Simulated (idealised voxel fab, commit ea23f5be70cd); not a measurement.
Presented below is a process module, voxel capacitor over wiring.
cross-section cut | 240 nm wide | cells 5 nm
A cross-section is written here as square cells arranged in a grid, and it is given in bands from the top down, each band taking up one or more rows of cells.
The band entry comprises the height of the band's top followed by the height of its bottom, expressed in nm, and subsequently the band's materials from left to right, each stated together with its width in nm. Where a single material is marked with the word "all across", that material fills the band from edge to edge. The word "empty" represents empty space.
For the purposes of this specification, 0 denotes the height below which the wafer in its as-received condition is composed wholly of one material, and the lowermost band, lacking a lower limit, extends downward without end, as expressed in "z 0 and below".
A two-number width, for instance "30 to 40", indicates that the width is equal to the first number in the top row of the band and to the second number in the bottom row, and that it changes by a constant amount per row of cells.
Reading "no modification" for a step: not a cell of the cross-section changed in it.
Voids, enclosed: empty space of 8 cells or more with no open way to the top, each as width x height at its distance from the left edge, in nm
What comes after the settings on a step's line is commentary from the simulator itself on that step.
overlay nm, on a step with a mask: how far to the right of its planned place the mask lay; to the left if negative
**The steps planned for the process are as follows**
step 1: RECEIVE,material Si
step 2: CONFORMAL_DEP,material SiO2,thk nm 10
step 3: CONFORMAL_DEP,material SiN,thk nm 5
step 4: DIRECTIONAL_DEP,material lowk,thk nm 25
step 5: MASKED_ETCH,tone open,mask id METAL_1,width nm 20,pitch nm 80,etch materials lowk,depth nm 25,overlay nm 0
step 6: MASKED_ETCH,tone open,mask id METAL_1,width nm 20,pitch nm 80,etch materials SiN,depth nm 5,overlay nm 0
step 7: CONFORMAL_DEP,material TiN,thk nm 5
step 8: FILL_DEP,material Cu,thk nm 5
step 9: CMP,height nm 40
step 10: EPI,material Ru,thk nm 5
step 11: FILL_DEP,material SiCN,thk nm 5
step 12: DIRECTIONAL_DEP,material SiO2,thk nm 10
step 13: PATTERN,tone open,mask id PLUG_1,material resist,width nm 15,thk nm 15,overlay nm 0
step 14: DIRECTIONAL_ETCH,etch materials SiO2,depth nm 10
step 15: DIRECTIONAL_ETCH,etch materials SiCN,depth nm 5
step 16: STRIP,etch materials resist
step 17: CONFORMAL_DEP,material TiN,thk nm 5
step 18: FILL_DEP,material Ru,thk nm 5
step 19: CMP,height nm 60
step 20: DIRECTIONAL_DEP,material TiN,thk nm 5
step 21: DIRECTIONAL_DEP,material HfO2,thk nm 5
step 22: DIRECTIONAL_DEP,material TiN,thk nm 10
step 23: MASKED_ETCH,tone cover,mask id UPPER_PLATE,width nm 65,etch materials TiN,depth nm 10,overlay nm 0
step 24: MASKED_ETCH,tone cover,mask id UPPER_PLATE,width nm 65,etch materials HfO2,depth nm 5,overlay nm 0
step 25: MASKED_ETCH,tone cover,mask id LOWER_PLATE,width nm 75,etch materials TiN,depth nm 5,overlay nm 0
step 26: FILL_DEP,material SiO2,thk nm 20
step 27: CMP,height nm 95
step 28: PATTERN,tone open,mask id PLUG_2,material resist,width nm 15,thk nm 20,overlay nm 0
step 29: DIRECTIONAL_ETCH,etch materials SiO2,depth nm 15
step 30: STRIP,etch materials resist
step 31: CONFORMAL_DEP,material TiN,thk nm 5
step 32: FILL_DEP,material Cu,thk nm 5
step 33: CMP,height nm 95
step 34: CONFORMAL_DEP,material SiCN,thk nm 5
**Cross-section, incoming material, after step 1**
- z 0 and below: Si all across
- Voids, enclosed: none
**Wafer cross-section at end of module: start and plan as shown above, one execution error**
- z 100 to 95: SiCN all across
- z 95 to 85: SiO2 85, TiN 5, Cu 5, TiN 5, SiO2 140
- z 85 to 80: SiO2 85, TiN 15, SiO2 140
- z 80 to 70: SiO2 75, TiN 65, SiO2 100
- z 70 to 65: SiO2 all across
- z 65 to 60: TiN all across
- z 60 to 50: SiO2 75, TiN 5, Ru 5, TiN 5, SiO2 150
- z 50 to 45: SiCN 75, TiN 15, SiCN 150
- z 45 to 40: SiCN 65, Ru 30, SiCN 50, Ru 30, SiCN 65
- z 40 to 15: lowk 70, TiN 5, Cu 10, TiN 5, lowk 60, TiN 5, Cu 10, TiN 5, lowk 70
- z 15 to 10: SiN 70, TiN 20, SiN 60, TiN 20, SiN 70
- z 10 to 0: SiO2 all across
- z 0 and below: Si all across
- Voids, enclosed: none
Want to know what went wrong? step 21, actual vs plan mismatch, actual run DIRECTIONAL_DEP,material SiO2,thk nm 5
